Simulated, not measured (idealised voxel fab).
A process module follows: voxel capacitor over wiring.
Cross-sectional view cut (width: 215 nm; square cell size: 5 nm).
Cross-sections here: square-cell grids, written as top-down lists of bands, a band being one or more rows of cells. Basically the band line says how high the top is and how high the bottom is, in nm, and then what's in it from left to right, every material with its width in nm. Empty space shows up as "air", and if a single material carries "throughout" it runs the full band edge to edge. Note: height 0 marks the level under which the wafer is uniformly one material as received. Lowest band unbounded below, written "top 0, no bottom". A width given as "30 to 40" starts at the first number in the band's top row and ends at the second number in its bottom row, shifting by an equal amount at every step from row to row. The designation "stayed the same", where it is given for a processing step, indicates that no cell of the cross-section was altered in the course of that step. "Enclosed cavity list": empty spaces of 8 cells or more with no open way to the top, each given as width x height at distance, distance from the left edge, all in nm. If you see something after the settings on a step's line, that's the simulator's own remark about that step. What "overlay nm" on a step's line means: if the step has a mask, that mask lay this far to the right of its planned place, or, when the value is negative, to the left.

# Process steps foreseen in the plan
- 1: RECEIVE (material Si)
- 2: CONFORMAL_DEP (material SiO2; thk nm 15)
- 3: DIRECTIONAL_DEP (material TiN; thk nm 5)
- 4: DIRECTIONAL_DEP (material W; thk nm 15)
- 5: DIRECTIONAL_DEP (material aC; thk nm 15)
- 6: PATTERN (tone cover; mask id METAL_1; material resist; width nm 20; pitch nm 70; thk nm 35; overlay nm 0)
- 7: DIRECTIONAL_ETCH (etch materials aC; depth nm 15)
- 8: STRIP (etch materials resist)
- 9: DIRECTIONAL_ETCH (etch materials W; depth nm 15)
- 10: DIRECTIONAL_ETCH (etch materials TiN; depth nm 5)
- 11: STRIP (etch materials aC)
- 12: CONFORMAL_DEP (material SiN; thk nm 5)
- 13: FILL_DEP (material lowk; thk nm 10)
- 14: CMP (height nm 35)
- 15: CONFORMAL_DEP (material SiCN; thk nm 5)
- 16: DIRECTIONAL_DEP (material lowk; thk nm 20)
- 17: MASKED_ETCH (tone open; mask id PLUG_1; width nm 15; etch materials lowk; depth nm 20; overlay nm 0)
- 18: MASKED_ETCH (tone open; mask id PLUG_1; width nm 15; etch materials SiCN; depth nm 5; overlay nm 0)
- 19: CONFORMAL_DEP (material TiN; thk nm 5)
- 20: FILL_DEP (material Cu; thk nm 10)
- 21: CMP (height nm 60)
- 22: DIRECTIONAL_DEP (material TiN; thk nm 10)
- 23: DIRECTIONAL_DEP (material HfO2; thk nm 5)
- 24: DIRECTIONAL_DEP (material TiN; thk nm 10)
- 25: PATTERN (tone cover; mask id UPPER_PLATE; material resist; width nm 55; thk nm 15; overlay nm 0)
- 26: DIRECTIONAL_ETCH (etch materials TiN; depth nm 10)
- 27: DIRECTIONAL_ETCH (etch materials HfO2; depth nm 5)
- 28: STRIP (etch materials resist)
- 29: PATTERN (tone cover; mask id LOWER_PLATE; material resist; width nm 65; thk nm 20; overlay nm 0)
- 30: DIRECTIONAL_ETCH (etch materials TiN; depth nm 10)
- 31: STRIP (etch materials resist)
- 32: FILL_DEP (material SiO2; thk nm 20)
- 33: CMP (height nm 100)
- 34: MASKED_ETCH (tone open; mask id PLUG_2; width nm 15; etch materials SiO2; depth nm 15; overlay nm 0)
- 35: CONFORMAL_DEP (material TiN; thk nm 5)
- 36: FILL_DEP (material Cu; thk nm 10)
- 37: CMP (height nm 100)
- 38: CONFORMAL_DEP (material SiN; thk nm 5)

# As-received state of the wafer in cross-section, equivalent to post-step 1
	top 0, no bottom | Si throughout
	Enclosed cavity list: none

# What the wafer looks like in cross-section after this module, when it starts as shown above and follows the plan above but one mistake is made in running it
	top 105, bottom 100 | SiN throughout
	top 100, bottom 90 | 65 SiO2, 5 TiN, 5 Cu, 5 TiN, 135 SiO2
	top 90, bottom 85 | 65 SiO2, 15 TiN, 135 SiO2
	top 85, bottom 75 | 65 SiO2, 55 TiN, 95 SiO2
	top 75, bottom 70 | 65 SiO2, 55 HfO2, 95 SiO2
	top 70, bottom 60 | 60 SiO2, 65 TiN, 90 SiO2
	top 60, bottom 40 | 65 lowk, 5 TiN, 5 Cu, 5 TiN, 135 lowk
	top 40, bottom 35 | 65 SiCN, 15 TiN, 135 SiCN
	top 35, bottom 20 | 55 lowk, 5 SiN, 20 W, 5 SiN, 40 lowk, 5 SiN, 20 W, 5 SiN, 60 lowk
	top 20, bottom 15 | 60 SiN, 20 TiN, 50 SiN, 20 TiN, 65 SiN
	top 15, bottom 0 | SiO2 throughout
	top 0, no bottom | Si throughout
	Enclosed cavity list: none
The mistake made against the process plan was this: step 34 deviated from plan and actually ran as MASKED_ETCH (tone open; mask id PLUG_2; width nm 15; etch materials SiO2; depth nm 15; overlay nm -10)
